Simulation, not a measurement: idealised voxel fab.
The following is a process module called voxel capacitor over wiring.
Section shown: cut. Width: 155 nm. Cell size: 5 nm, square.
Heads up, the way a cross-section reads in here is a grid of square cells, handed over as bands from the top down, with every band being one or more rows of cells.
Band entry format. Leading values: height of top, height of bottom, nm. Remainder: materials in left-to-right order, each with its width in nm. Special words: "full width" on a single material, which then fills the band edge to edge; "blank", empty space.
Height 0 is the level under which the wafer as received is all one material. The lowest band goes on downwards, as in "0 -> down".
Quick explanation for "30..40": the width changes in equal steps down the rows of cells, from the first number in the band's top row to the second number in its bottom row.
For the purposes of this document, the phrase "no alteration" attached to a step denotes that no cell within the cross-section was modified by that step.
Listed in "Enclosed cavity list": every empty space of 8 or more cells without an open way to the top. Form: width x height at distance, the distance being from the left edge, all in nm.
It should be noted that, on the line of a given step, the content following the step's settings is a remark produced by the simulator itself with respect to that step.
For masked steps, "overlay nm" on the step line gives how far right of plan the mask actually lay; a minus sign means it lay to the left.

**Below is the list of planned process steps**
| 1 | RECEIVE, material Si |
| 2 | CONFORMAL_DEP, material SiO2, thk nm 15 |
| 3 | CONFORMAL_DEP, material SiN, thk nm 5 |
| 4 | DIRECTIONAL_DEP, material SiO2, thk nm 25 |
| 5 | PATTERN, tone open, mask id METAL_1, material resist, width nm 25, pitch nm 80, thk nm 15, overlay nm 0 |
| 6 | DIRECTIONAL_ETCH, etch materials SiO2, depth nm 25 |
| 7 | DIRECTIONAL_ETCH, etch materials SiN, depth nm 5 |
| 8 | STRIP, etch materials resist |
| 9 | CONFORMAL_DEP, material TiN, thk nm 5 |
| 10 | FILL_DEP, material Cu, thk nm 10 |
| 11 | CMP, height nm 45 |
| 12 | CONFORMAL_DEP, material SiCN, thk nm 5 |
| 13 | DIRECTIONAL_DEP, material lowk, thk nm 20 |
| 14 | DIRECTIONAL_DEP, material aC, thk nm 10 |
| 15 | PATTERN, tone open, mask id PLUG_1, material resist, width nm 15, thk nm 30, overlay nm 0 |
| 16 | DIRECTIONAL_ETCH, etch materials aC, depth nm 10 |
| 17 | STRIP, etch materials resist |
| 18 | DIRECTIONAL_ETCH, etch materials lowk, depth nm 20 |
| 19 | DIRECTIONAL_ETCH, etch materials SiCN, depth nm 5 |
| 20 | STRIP, etch materials aC |
| 21 | EPI, material Ru, thk nm 10 |
| 22 | EPI, material Ru, thk nm 10 |
| 23 | EPI, material Ru, thk nm 5 |
| 24 | DIRECTIONAL_DEP, material TiN, thk nm 5 |
| 25 | DIRECTIONAL_DEP, material SiN, thk nm 5 |
| 26 | DIRECTIONAL_DEP, material TiN, thk nm 10 |
| 27 | MASKED_ETCH, tone cover, mask id UPPER_PLATE, width nm 60, etch materials TiN, depth nm 10, overlay nm 0 |
| 28 | MASKED_ETCH, tone cover, mask id UPPER_PLATE, width nm 60, etch materials SiN, depth nm 5, overlay nm 0 |
| 29 | MASKED_ETCH, tone cover, mask id LOWER_PLATE, width nm 70, etch materials TiN, depth nm 5, overlay nm 0 |
| 30 | FILL_DEP, material SiO2, thk nm 20 |
| 31 | CMP, height nm 105 |
| 32 | MASKED_ETCH, tone open, mask id PLUG_2, width nm 15, etch materials SiO2, depth nm 15, overlay nm 0 |
| 33 | CONFORMAL_DEP, material TiN, thk nm 5 |
| 34 | FILL_DEP, material W, thk nm 5 |
| 35 | CMP, height nm 105 |
| 36 | CONFORMAL_DEP, material SiN, thk nm 5 |

**The first of two wafers, run as planned**

**Incoming wafer in cross-section (state: after step 1)**
  0 -> down  Si full width
  Enclosed cavity list: none

**After step 2: wafer cross-section**
  15 -> 0  SiO2 full width
  Beneath the level 0, the cross-section is identical to its previous state.

**After step 3: wafer cross-section**
  20 -> 15  SiN full width
  Beneath the level 15, the cross-section is identical to its previous state.

**After step 4: wafer cross-section**
  45 -> 20  SiO2 full width
  Beneath the level 20, the cross-section is identical to its previous state.

**After step 5: wafer cross-section**
  60 -> 45  25 nm resist | 25 nm blank | 55 nm resist | 25 nm blank | 25 nm resist
  Beneath the level 45, the cross-section is identical to its previous state.

**After step 6: wafer cross-section**
  60 -> 45  25 nm resist | 25 nm blank | 55 nm resist | 25 nm blank | 25 nm resist
  45 -> 20  25 nm SiO2 | 25 nm blank | 55 nm SiO2 | 25 nm blank | 25 nm SiO2
  Beneath the level 20, the cross-section is identical to its previous state.

**After step 7: wafer cross-section**
  60 -> 45  25 nm resist | 25 nm blank | 55 nm resist | 25 nm blank | 25 nm resist
  45 -> 20  25 nm SiO2 | 25 nm blank | 55 nm SiO2 | 25 nm blank | 25 nm SiO2
  20 -> 15  25 nm SiN | 25 nm blank | 55 nm SiN | 25 nm blank | 25 nm SiN
  Beneath the level 15, the cross-section is identical to its previous state.

**After step 8: wafer cross-section**
  45 -> 20  25 nm SiO2 | 25 nm blank | 55 nm SiO2 | 25 nm blank | 25 nm SiO2
  Beneath the level 20, the cross-section is identical to its previous state.

**After step 9: wafer cross-section**
  50 -> 45  30 nm TiN | 15 nm blank | 65 nm TiN | 15 nm blank | 30 nm TiN
  45 -> 20  25 nm SiO2 | 5 nm TiN | 15 nm blank | 5 nm TiN | 55 nm SiO2 | 5 nm TiN | 15 nm blank | 5 nm TiN | 25 nm SiO2
  20 -> 15  25 nm SiN | 25 nm TiN | 55 nm SiN | 25 nm TiN | 25 nm SiN
  Beneath the level 15, the cross-section is identical to its previous state.

**After step 10: wafer cross-section**
  60 -> 50  Cu full width
  50 -> 45  30 nm TiN | 15 nm Cu | 65 nm TiN | 15 nm Cu | 30 nm TiN
  45 -> 20  25 nm SiO2 | 5 nm TiN | 15 nm Cu | 5 nm TiN | 55 nm SiO2 | 5 nm TiN | 15 nm Cu | 5 nm TiN | 25 nm SiO2
  Beneath the level 20, the cross-section is identical to its previous state.

**After step 11: wafer cross-section**
  45 -> 20  25 nm SiO2 | 5 nm TiN | 15 nm Cu | 5 nm TiN | 55 nm SiO2 | 5 nm TiN | 15 nm Cu | 5 nm TiN | 25 nm SiO2
  Beneath the level 20, the cross-section is identical to its previous state.

**After step 12: wafer cross-section**
  50 -> 45  SiCN full width
  Beneath the level 45, the cross-section is identical to its previous state.

**After step 13: wafer cross-section**
  70 -> 50  lowk full width
  Beneath the level 50, the cross-section is identical to its previous state.

**After step 14: wafer cross-section**
  80 -> 70  aC full width
  Beneath the level 70, the cross-section is identical to its previous state.

**After step 15: wafer cross-section**
  110 -> 80  35 nm resist | 15 nm blank | 105 nm resist
  Beneath the level 80, the cross-section is identical to its previous state.

**After step 16: wafer cross-section**
  100 -> 80  35 nm resist | 15 nm blank | 105 nm resist
  80 -> 70  35 nm aC | 15 nm blank | 105 nm aC
  Beneath the level 70, the cross-section is identical to its previous state.

**After step 17: wafer cross-section**
  80 -> 70  35 nm aC | 15 nm blank | 105 nm aC
  Beneath the level 70, the cross-section is identical to its previous state.

**After step 18: wafer cross-section**
  80 -> 70  35 nm aC | 15 nm blank | 105 nm aC
  70 -> 50  35 nm lowk | 15 nm blank | 105 nm lowk
  Beneath the level 50, the cross-section is identical to its previous state.

**After step 19: wafer cross-section**
  80 -> 70  35 nm aC | 15 nm blank | 105 nm aC
  70 -> 50  35 nm lowk | 15 nm blank | 105 nm lowk
  50 -> 45  35 nm SiCN | 15 nm blank | 105 nm SiCN
  Beneath the level 45, the cross-section is identical to its previous state.

**After step 20: wafer cross-section**
  70 -> 50  35 nm lowk | 15 nm blank | 105 nm lowk
  Beneath the level 50, the cross-section is identical to its previous state.

**After step 21: wafer cross-section**
  70 -> 55  35 nm lowk | 15 nm blank | 105 nm lowk
  55 -> 50  35 nm lowk | 15 nm Ru | 105 nm lowk
  50 -> 45  35 nm SiCN | 15 nm Ru | 105 nm SiCN
  Beneath the level 45, the cross-section is identical to its previous state.

**After step 22: wafer cross-section**
  70 -> 65  35 nm lowk | 15 nm blank | 105 nm lowk
  65 -> 50  35 nm lowk | 15 nm Ru | 105 nm lowk
  Beneath the level 50, the cross-section is identical to its previous state.

**After step 23: wafer cross-section**
  70 -> 50  35 nm lowk | 15 nm Ru | 105 nm lowk
  Beneath the level 50, the cross-section is identical to its previous state.

**After step 24: wafer cross-section**
  75 -> 70  TiN full width
  Beneath the level 70, the cross-section is identical to its previous state.

**After step 25: wafer cross-section**
  80 -> 75  SiN full width
  Beneath the level 75, the cross-section is identical to its previous state.

**After step 26: wafer cross-section**
  90 -> 80  TiN full width
  Beneath the level 80, the cross-section is identical to its previous state.

**After step 27: wafer cross-section**
  90 -> 80  35 nm blank | 60 nm TiN | 60 nm blank
  Beneath the level 80, the cross-section is identical to its previous state.

**After step 28: wafer cross-section**
  90 -> 80  35 nm blank | 60 nm TiN | 60 nm blank
  80 -> 75  35 nm blank | 60 nm SiN | 60 nm blank
  Beneath the level 75, the cross-section is identical to its previous state.

**After step 29: wafer cross-section**
  90 -> 80  35 nm blank | 60 nm TiN | 60 nm blank
  80 -> 75  35 nm blank | 60 nm SiN | 60 nm blank
  75 -> 70  30 nm blank | 70 nm TiN | 55 nm blank
  Beneath the level 70, the cross-section is identical to its previous state.

**After step 30: wafer cross-section**
  110 -> 90  SiO2 full width
  90 -> 80  35 nm SiO2 | 60 nm TiN | 60 nm SiO2
  80 -> 75  35 nm SiO2 | 60 nm SiN | 60 nm SiO2
  75 -> 70  30 nm SiO2 | 70 nm TiN | 55 nm SiO2
  Beneath the level 70, the cross-section is identical to its previous state.

**After step 31: wafer cross-section**
  105 -> 90  SiO2 full width
  Beneath the level 90, the cross-section is identical to its previous state.

**After step 32: wafer cross-section**
  105 -> 90  45 nm SiO2 | 15 nm blank | 95 nm SiO2
  Beneath the level 90, the cross-section is identical to its previous state.

**After step 33: wafer cross-section**
  110 -> 105  50 nm TiN | 5 nm blank | 100 nm TiN
  105 -> 95  45 nm SiO2 | 5 nm TiN | 5 nm blank | 5 nm TiN | 95 nm SiO2
  95 -> 90  45 nm SiO2 | 15 nm TiN | 95 nm SiO2
  Beneath the level 90, the cross-section is identical to its previous state.

**After step 34: wafer cross-section**
  115 -> 110  W full width
  110 -> 105  50 nm TiN | 5 nm W | 100 nm TiN
  105 -> 95  45 nm SiO2 | 5 nm TiN | 5 nm W | 5 nm TiN | 95 nm SiO2
  Beneath the level 95, the cross-section is identical to its previous state.

**After step 35: wafer cross-section**
  105 -> 95  45 nm SiO2 | 5 nm TiN | 5 nm W | 5 nm TiN | 95 nm SiO2
  Beneath the level 95, the cross-section is identical to its previous state.

**After step 36: wafer cross-section**
  110 -> 105  SiN full width
  Beneath the level 105, the cross-section is identical to its previous state.

**For the second wafer, take the first wafer's start and plan, then add one mistake made in running it; everything through step 27, that step included, is shared with the first**

**Cross-section of the second wafer at the time step 28 of the plan should have ended**
  90 -> 80  35 nm blank | 60 nm TiN | 60 nm blank
  80 -> 75  35 nm blank | 70 nm SiN | 50 nm blank
  Beneath the level 75, the cross-section is identical to its previous state.

**Cross-section of the second wafer at the time step 29 of the plan should have ended**
  90 -> 80  35 nm blank | 60 nm TiN | 60 nm blank
  80 -> 75  35 nm blank | 70 nm SiN | 50 nm blank
  75 -> 70  30 nm blank | 75 nm TiN | 50 nm blank
  Beneath the level 70, the cross-section is identical to its previous state.

**Cross-section of the second wafer at the time step 30 of the plan should have ended**
  110 -> 90  SiO2 full width
  90 -> 80  35 nm SiO2 | 60 nm TiN | 60 nm SiO2
  80 -> 75  35 nm SiO2 | 70 nm SiN | 50 nm SiO2
  75 -> 70  30 nm SiO2 | 75 nm TiN | 50 nm SiO2
  Beneath the level 70, the cross-section is identical to its previous state.

**Cross-section of the second wafer at the time step 31 of the plan should have ended**
  105 -> 90  SiO2 full width
  Beneath the level 90, the cross-section is identical to its previous state.

**Cross-section of the second wafer at the time step 32 of the plan should have ended**
  105 -> 90  45 nm SiO2 | 15 nm blank | 95 nm SiO2
  Beneath the level 90, the cross-section is identical to its previous state.

**Cross-section of the second wafer at the time step 33 of the plan should have ended**
  110 -> 105  50 nm TiN | 5 nm blank | 100 nm TiN
  105 -> 95  45 nm SiO2 | 5 nm TiN | 5 nm blank | 5 nm TiN | 95 nm SiO2
  95 -> 90  45 nm SiO2 | 15 nm TiN | 95 nm SiO2
  Beneath the level 90, the cross-section is identical to its previous state.

**Cross-section of the second wafer at the time step 34 of the plan should have ended**
  115 -> 110  W full width
  110 -> 105  50 nm TiN | 5 nm W | 100 nm TiN
  105 -> 95  45 nm SiO2 | 5 nm TiN | 5 nm W | 5 nm TiN | 95 nm SiO2
  Beneath the level 95, the cross-section is identical to its previous state.

**Cross-section of the second wafer at the time step 35 of the plan should have ended**
  105 -> 95  45 nm SiO2 | 5 nm TiN | 5 nm W | 5 nm TiN | 95 nm SiO2
  Beneath the level 95, the cross-section is identical to its previous state.

**Cross-section of the second wafer at the time step 36 of the plan should have ended**
  110 -> 105  SiN full width
  Beneath the level 105, the cross-section is identical to its previous state.
Which mistake was made when the wafer was run? step 28, actual vs plan mismatch, actual run MASKED_ETCH, tone cover, mask id UPPER_PLATE, width nm 60, etch materials SiN, depth nm 5, overlay nm 10
The final cell counts differ between the wafers, with the second having more or fewer of some materials than the first: +2 SiN, -3 SiO2, +1 TiN
